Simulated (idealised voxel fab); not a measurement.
Process module name: voxel plated lines
We display cut, a cross-section 140 nm in width whose square cells are each 5 nm.
Heads up, the way a cross-section reads in here is a grid of square cells, handed over as bands from the top down, with every band being one or more rows of cells.
In this notation a band is specified by the heights of its top and bottom, in that order and in nm, after which its materials appear from left to right, each paired with its width in nm. The word "full width" attached to a single material means that material fills the band from edge to edge; the word "blank" stands for empty space.
Height 0 is the level under which the wafer as received is all one material. The lowest band goes on downwards, as in "top 0, no bottom".
Note: "30..40" means the width goes from the first number (top row of the band) to the second number (bottom row) in equal steps per row of cells.
Step note "nothing different" = no cross-section cell changed.
For the entry "closed voids", the listed items are empty spaces with no open way to the top whose size is 8 cells or more; each item follows the pattern width x height at distance, where distance is from the left edge and all three are in nm.
Note: text after step settings on the step line = simulator remark on that step.
overlay nm: mask right of planned place by this much (step with mask). Neg. = left.

## The process steps that were planned are listed below
1. RECEIVE with material Si
2. CONFORMAL_DEP with material SiN, thk nm 5
3. DIRECTIONAL_DEP with material TiN, thk nm 5
4. PATTERN with tone open, mask id LINES, material resist, width nm 20, pitch nm 45, thk nm 20, overlay nm 0
5. EPI with material Ru, thk nm 10
6. STRIP with etch materials resist
7. DIRECTIONAL_ETCH with etch materials TiN, depth nm 5
8. CONFORMAL_DEP with material SiCN, thk nm 10

## The first of the two wafers, which ran as planned

## Incoming wafer, cross-sectional view, post step 1
- top 0, no bottom: Si full width
- closed voids: none

## The wafer, seen in cross-section, after step 2
- top 5, bottom 0: SiN full width
- Below 0, no change.

## The wafer, seen in cross-section, after step 3
- top 10, bottom 5: TiN full width
- Below 5, no change.

## The wafer, seen in cross-section, after step 4
- top 30, bottom 10: resist 15 nm, then blank 20 nm, then resist 25 nm, then blank 20 nm, then resist 25 nm, then blank 20 nm, then resist 15 nm
- Below 10, no change.

## The wafer, seen in cross-section, after step 5
- top 30, bottom 20: resist 15 nm, then blank 20 nm, then resist 25 nm, then blank 20 nm, then resist 25 nm, then blank 20 nm, then resist 15 nm
- top 20, bottom 10: resist 15 nm, then Ru 20 nm, then resist 25 nm, then Ru 20 nm, then resist 25 nm, then Ru 20 nm, then resist 15 nm
- Below 10, no change.

## The wafer, seen in cross-section, after step 6
- top 20, bottom 10: blank 15 nm, then Ru 20 nm, then blank 25 nm, then Ru 20 nm, then blank 25 nm, then Ru 20 nm, then blank 15 nm
- Below 10, no change.

## The wafer, seen in cross-section, after step 7
- top 20, bottom 10: blank 15 nm, then Ru 20 nm, then blank 25 nm, then Ru 20 nm, then blank 25 nm, then Ru 20 nm, then blank 15 nm
- top 10, bottom 5: blank 15 nm, then TiN 20 nm, then blank 25 nm, then TiN 20 nm, then blank 25 nm, then TiN 20 nm, then blank 15 nm
- Below 5, no change.

## The wafer, seen in cross-section, after step 8
- top 30, bottom 20: blank 5 nm, then SiCN 40 nm, then blank 5 nm, then SiCN 40 nm, then blank 5 nm, then SiCN 40 nm, then blank 5 nm
- top 20, bottom 15: blank 5 nm, then SiCN 10 nm, then Ru 20 nm, then SiCN 10 nm, then blank 5 nm, then SiCN 10 nm, then Ru 20 nm, then SiCN 10 nm, then blank 5 nm, then SiCN 10 nm, then Ru 20 nm, then SiCN 10 nm, then blank 5 nm
- top 15, bottom 10: SiCN 15 nm, then Ru 20 nm, then SiCN 25 nm, then Ru 20 nm, then SiCN 25 nm, then Ru 20 nm, then SiCN 15 nm
- top 10, bottom 5: SiCN 15 nm, then TiN 20 nm, then SiCN 25 nm, then TiN 20 nm, then SiCN 25 nm, then TiN 20 nm, then SiCN 15 nm
- Below 5, no change.

## Notes, second wafer: start = first wafer's, plan = first wafer's, execution had one mistake; history identical to first through step 1

## Planned end of step 2: second wafer, cross-section
- top 5, bottom 0: TiN full width
- Below 0, no change.

## Planned end of step 3: second wafer, cross-section
- top 10, bottom 0: TiN full width
- Below 0, no change.

## Planned end of step 4: second wafer, cross-section
- top 30, bottom 10: resist 15 nm, then blank 20 nm, then resist 25 nm, then blank 20 nm, then resist 25 nm, then blank 20 nm, then resist 15 nm
- Below 10, no change.

## Planned end of step 5: second wafer, cross-section
- top 30, bottom 20: resist 15 nm, then blank 20 nm, then resist 25 nm, then blank 20 nm, then resist 25 nm, then blank 20 nm, then resist 15 nm
- top 20, bottom 10: resist 15 nm, then Ru 20 nm, then resist 25 nm, then Ru 20 nm, then resist 25 nm, then Ru 20 nm, then resist 15 nm
- Below 10, no change.

## Planned end of step 6: second wafer, cross-section
- top 20, bottom 10: blank 15 nm, then Ru 20 nm, then blank 25 nm, then Ru 20 nm, then blank 25 nm, then Ru 20 nm, then blank 15 nm
- Below 10, no change.

## Planned end of step 7: second wafer, cross-section
- top 20, bottom 10: blank 15 nm, then Ru 20 nm, then blank 25 nm, then Ru 20 nm, then blank 25 nm, then Ru 20 nm, then blank 15 nm
- top 10, bottom 5: blank 15 nm, then TiN 20 nm, then blank 25 nm, then TiN 20 nm, then blank 25 nm, then TiN 20 nm, then blank 15 nm
- Below 5, no change.

## Planned end of step 8: second wafer, cross-section
- top 30, bottom 20: blank 5 nm, then SiCN 40 nm, then blank 5 nm, then SiCN 40 nm, then blank 5 nm, then SiCN 40 nm, then blank 5 nm
- top 20, bottom 15: blank 5 nm, then SiCN 10 nm, then Ru 20 nm, then SiCN 10 nm, then blank 5 nm, then SiCN 10 nm, then Ru 20 nm, then SiCN 10 nm, then blank 5 nm, then SiCN 10 nm, then Ru 20 nm, then SiCN 10 nm, then blank 5 nm
- top 15, bottom 10: SiCN 15 nm, then Ru 20 nm, then SiCN 25 nm, then Ru 20 nm, then SiCN 25 nm, then Ru 20 nm, then SiCN 15 nm
- top 10, bottom 5: SiCN 15 nm, then TiN 20 nm, then SiCN 25 nm, then TiN 20 nm, then SiCN 25 nm, then TiN 20 nm, then SiCN 15 nm
- Below 5, no change.
Deviation noted in wafer processing: in deviation from the planned setting, step 2 was conducted as CONFORMAL_DEP with material TiN, thk nm 5
Wafer comparison, final, in cells, second relative to first, materials more or fewer: SiN -28, TiN +28
